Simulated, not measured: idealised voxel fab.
Documented hereafter: the process module known as voxel ribs on slabs.
Shown is cross-section cut, with a width of 290 nm and square cells of size 5 nm.
Throughout this document, each cross-section is represented as a grid of square cells and is presented as a sequence of bands enumerated from the top downward, where a band comprises one or more rows of cells.
Band: top and bottom heights (nm) first, top before bottom; then materials from left to right, widths in nm. "full width" marks a sole material filling the band edge to edge. "blank" denotes empty space.
Height is counted from the level 0, under which the received wafer is composed throughout of one material. The lowest of the bands is not closed at the bottom but continues downward, in the notation "top 0, no bottom".
A two-number width, for instance "30 to 40", indicates that the width is equal to the first number in the top row of the band and to the second number in the bottom row, and that it changes by a constant amount per row of cells.
Any step labelled "everything unchanged" changed none of the cells in the cross-section.
If an empty space has no open way to the top and is at least 8 cells in size, "Sealed void inventory" lists it, written width x height at distance, where distance is measured from the left edge and every value is in nm.
Formally, on a step line, whatever follows the settings is a remark that the simulator itself makes on the step.
overlay nm: right-of-plan distance of the mask on a masked step; negative values mean left-of-plan.
Below is the list of planned process steps
- 1: RECEIVE | material Si
- 2: DIRECTIONAL_DEP | material SiO2 | thk nm 30
- 3: DIRECTIONAL_DEP | material polySi | thk nm 20
- 4: DIRECTIONAL_DEP | material aC | thk nm 15
- 5: PATTERN | tone cover | mask id RIB | material resist | width nm 25 | thk nm 30 | overlay nm 0
- 6: DIRECTIONAL_ETCH | etch materials aC | depth nm 15
- 7: STRIP | etch materials resist
- 8: DIRECTIONAL_ETCH | etch materials polySi | depth nm 10
- 9: STRIP | etch materials aC
- 10: MASKED_ETCH | tone cover | mask id SLAB | width nm 65 | etch materials polySi | depth nm 10 | overlay nm 0
- 11: FILL_DEP | material SiO2 | thk nm 30
- 12: CMP | height nm 70
- 13: DIRECTIONAL_DEP | material W | thk nm 10
- 14: DIRECTIONAL_DEP | material aC | thk nm 15
- 15: PATTERN | tone cover | mask id HEATER | material resist | width nm 35 | thk nm 35 | overlay nm 0
- 16: DIRECTIONAL_ETCH | etch materials aC | depth nm 15
- 17: STRIP | etch materials resist
- 18: DIRECTIONAL_ETCH | etch materials W | depth nm 10
- 19: STRIP | etch materials aC
- 20: CONFORMAL_DEP | material SiO2 | thk nm 10
Run as planned: first of two wafers
This is the cross-section of the wafer as we received it, i.e. after step 1
- top 0, no bottom: Si full width
- Sealed void inventory: none
Once step 2 is through, the wafer looks like this in cross-section
- top 30, bottom 0: SiO2 full width
- Unchanged below 0.
Once step 3 is through, the wafer looks like this in cross-section
- top 50, bottom 30: polySi full width
- Unchanged below 30.
Once step 4 is through, the wafer looks like this in cross-section
- top 65, bottom 50: aC full width
- Unchanged below 50.
Once step 5 is through, the wafer looks like this in cross-section
- top 95, bottom 65: blank (130); resist (25); blank (135)
- Unchanged below 65.
Once step 6 is through, the wafer looks like this in cross-section
- top 80, bottom 65: blank (130); resist (25); blank (135)
- top 65, bottom 50: blank (130); aC (25); blank (135)
- Unchanged below 50.
Once step 7 is through, the wafer looks like this in cross-section
- top 65, bottom 50: blank (130); aC (25); blank (135)
- Unchanged below 50.
Once step 8 is through, the wafer looks like this in cross-section
- top 65, bottom 50: blank (130); aC (25); blank (135)
- top 50, bottom 40: blank (130); polySi (25); blank (135)
- Unchanged below 40.
Once step 9 is through, the wafer looks like this in cross-section
- top 50, bottom 40: blank (130); polySi (25); blank (135)
- Unchanged below 40.
Once step 10 is through, the wafer looks like this in cross-section
- top 50, bottom 40: blank (130); polySi (25); blank (135)
- top 40, bottom 30: blank (110); polySi (65); blank (115)
- Unchanged below 30.
Once step 11 is through, the wafer looks like this in cross-section
- top 80, bottom 50: SiO2 full width
- top 50, bottom 40: SiO2 (130); polySi (25); SiO2 (135)
- top 40, bottom 30: SiO2 (110); polySi (65); SiO2 (115)
- Unchanged below 30.
Once step 12 is through, the wafer looks like this in cross-section
- top 70, bottom 50: SiO2 full width
- Unchanged below 50.
Once step 13 is through, the wafer looks like this in cross-section
- top 80, bottom 70: W full width
- Unchanged below 70.
Once step 14 is through, the wafer looks like this in cross-section
- top 95, bottom 80: aC full width
- Unchanged below 80.
Once step 15 is through, the wafer looks like this in cross-section
- top 130, bottom 95: blank (125); resist (35); blank (130)
- Unchanged below 95.
Once step 16 is through, the wafer looks like this in cross-section
- top 115, bottom 95: blank (125); resist (35); blank (130)
- top 95, bottom 80: blank (125); aC (35); blank (130)
- Unchanged below 80.
Once step 17 is through, the wafer looks like this in cross-section
- top 95, bottom 80: blank (125); aC (35); blank (130)
- Unchanged below 80.
Once step 18 is through, the wafer looks like this in cross-section
- top 95, bottom 80: blank (125); aC (35); blank (130)
- top 80, bottom 70: blank (125); W (35); blank (130)
- Unchanged below 70.
Once step 19 is through, the wafer looks like this in cross-section
- top 80, bottom 70: blank (125); W (35); blank (130)
- Unchanged below 70.
Once step 20 is through, the wafer looks like this in cross-section
- top 90, bottom 80: blank (115); SiO2 (55); blank (120)
- top 80, bottom 70: SiO2 (125); W (35); SiO2 (130)
- Unchanged below 70.
Second wafer: same start and same plan as the first, one execution error; identical to the first through step 14
Look at the second wafer in cross-section at the time step 15 ought to have finished
- top 130, bottom 95: blank (120); resist (35); blank (135)
- Unchanged below 95.
Look at the second wafer in cross-section at the time step 16 ought to have finished
- top 115, bottom 95: blank (120); resist (35); blank (135)
- top 95, bottom 80: blank (120); aC (35); blank (135)
- Unchanged below 80.
Look at the second wafer in cross-section at the time step 17 ought to have finished
- top 95, bottom 80: blank (120); aC (35); blank (135)
- Unchanged below 80.
Look at the second wafer in cross-section at the time step 18 ought to have finished
- top 95, bottom 80: blank (120); aC (35); blank (135)
- top 80, bottom 70: blank (120); W (35); blank (135)
- Unchanged below 70.
Look at the second wafer in cross-section at the time step 19 ought to have finished
- top 80, bottom 70: blank (120); W (35); blank (135)
- Unchanged below 70.
Look at the second wafer in cross-section at the time step 20 ought to have finished
- top 90, bottom 80: blank (110); SiO2 (55); blank (125)
- top 80, bottom 70: SiO2 (120); W (35); SiO2 (135)
- Unchanged below 70.
Want to know what went wrong? step 15 did not happen as planned, as run it was PATTERN | tone cover | mask id HEATER | material resist | width nm 35 | thk nm 35 | overlay nm -5
At the end, the second wafer has the same number of cells of each material as the first, but those cells sit in other places.
